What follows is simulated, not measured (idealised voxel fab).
The following is a process module called voxel self aligned vias.
Each square cell in cross-section cut measures 5 nm, and the section as a whole is 205 nm wide.
A cross-section is a grid of square cells, given in bands from the top down. A band is one or more rows of cells.
In this notation a band is specified by the heights of its top and bottom, in that order and in nm, after which its materials appear from left to right, each paired with its width in nm. The word "edge to edge" attached to a single material means that material fills the band from edge to edge; the word "air" stands for empty space.
Heights are expressed relative to 0, this being the level below which the as-received wafer comprises one material exclusively. The lowest band is unbounded in the downward direction and is denoted as in "from 0 down".
The expression "30..40" gives the width at the extremes of the band, the first number at its top row of cells and the second at its bottom row, with the width changing by equal amounts from each row to the next in between.
Take "changes: none" at face value: in the step it is given for, the cross-section changed in none of its cells.
Each empty space that has no open way to the top and spans at least 8 cells appears under "Cavities, closed" as width x height at distance, the distance counted from the left edge, all in nm.
Text after the settings on a step's line: the simulator's own remark on that step.
The setting "overlay nm" may be written on the line of a step. When the step uses a mask, the value reports how far to the right of the planned place the mask lay, and a negative value reports that it lay to the left.
-- List of planned process steps
1) RECEIVE with material Si
2) CONFORMAL_DEP with material SiO2, thk nm 10
3) CONFORMAL_DEP with material SiCN, thk nm 5
4) DIRECTIONAL_DEP with material lowk, thk nm 20
5) DIRECTIONAL_DEP with material aC, thk nm 10
6) PATTERN with tone open, mask id LINES, material resist, width nm 30, pitch nm 80, thk nm 30, overlay nm -15
7) DIRECTIONAL_ETCH with etch materials aC, depth nm 10
8) STRIP with etch materials resist
9) DIRECTIONAL_ETCH with etch materials lowk, depth nm 20
10) STRIP with etch materials aC
11) CONFORMAL_DEP with material TiN, thk nm 5
12) FILL_DEP with material Ru, thk nm 5
13) CMP with height nm 35
14) SELECTIVE_ETCH with etch materials W Ru TiN, depth nm 10
15) FILL_DEP with material SiN, thk nm 10
16) CMP with height nm 35
17) DIRECTIONAL_DEP with material lowk, thk nm 15
18) DIRECTIONAL_DEP with material aC, thk nm 10
19) PATTERN with tone open, mask id VIAS, material resist, width nm 50, thk nm 30, overlay nm 0
20) DIRECTIONAL_ETCH with etch materials aC, depth nm 10
21) STRIP with etch materials resist
22) DIRECTIONAL_ETCH with etch materials lowk, depth nm 15
23) DIRECTIONAL_ETCH with etch materials SiN, depth nm 10
24) STRIP with etch materials aC
25) CONFORMAL_DEP with material TiN, thk nm 5
26) FILL_DEP with material W, thk nm 10
27) CMP with height nm 50
28) CONFORMAL_DEP with material SiN, thk nm 5
The value of overlay nm given for step 6 in the plan refers to the first wafer; the wafers vary in this setting and are alike at the start.
-- Received wafers, first of several: cross-section after step 1
* from 0 down | Si edge to edge
* Cavities, closed: none
-- Tabulated below, wafer by wafer, are the end-of-module results: for each material, the number of cells gained (+) or lost (-) relative to the as-received state, followed by the closed voids
overlay nm -15 | +8 Ru | +41 SiCN | +55 SiN | +82 SiO2 | +34 TiN | +22 W | +209 lowk | Cavities, closed: none
overlay nm -10 | +8 Ru | +41 SiCN | +53 SiN | +82 SiO2 | +34 TiN | +24 W | +209 lowk | Cavities, closed: none
overlay nm -5 | +8 Ru | +41 SiCN | +53 SiN | +82 SiO2 | +34 TiN | +24 W | +209 lowk | Cavities, closed: none
overlay nm 0 | +8 Ru | +41 SiCN | +53 SiN | +82 SiO2 | +34 TiN | +24 W | +209 lowk | Cavities, closed: none
overlay nm 5 | +8 Ru | +41 SiCN | +53 SiN | +82 SiO2 | +34 TiN | +24 W | +209 lowk | Cavities, closed: none
overlay nm 10 | +8 Ru | +41 SiCN | +53 SiN | +82 SiO2 | +34 TiN | +24 W | +209 lowk | Cavities, closed: none
overlay nm 15 | +8 Ru | +41 SiCN | +55 SiN | +82 SiO2 | +34 TiN | +22 W | +209 lowk | Cavities, closed: none
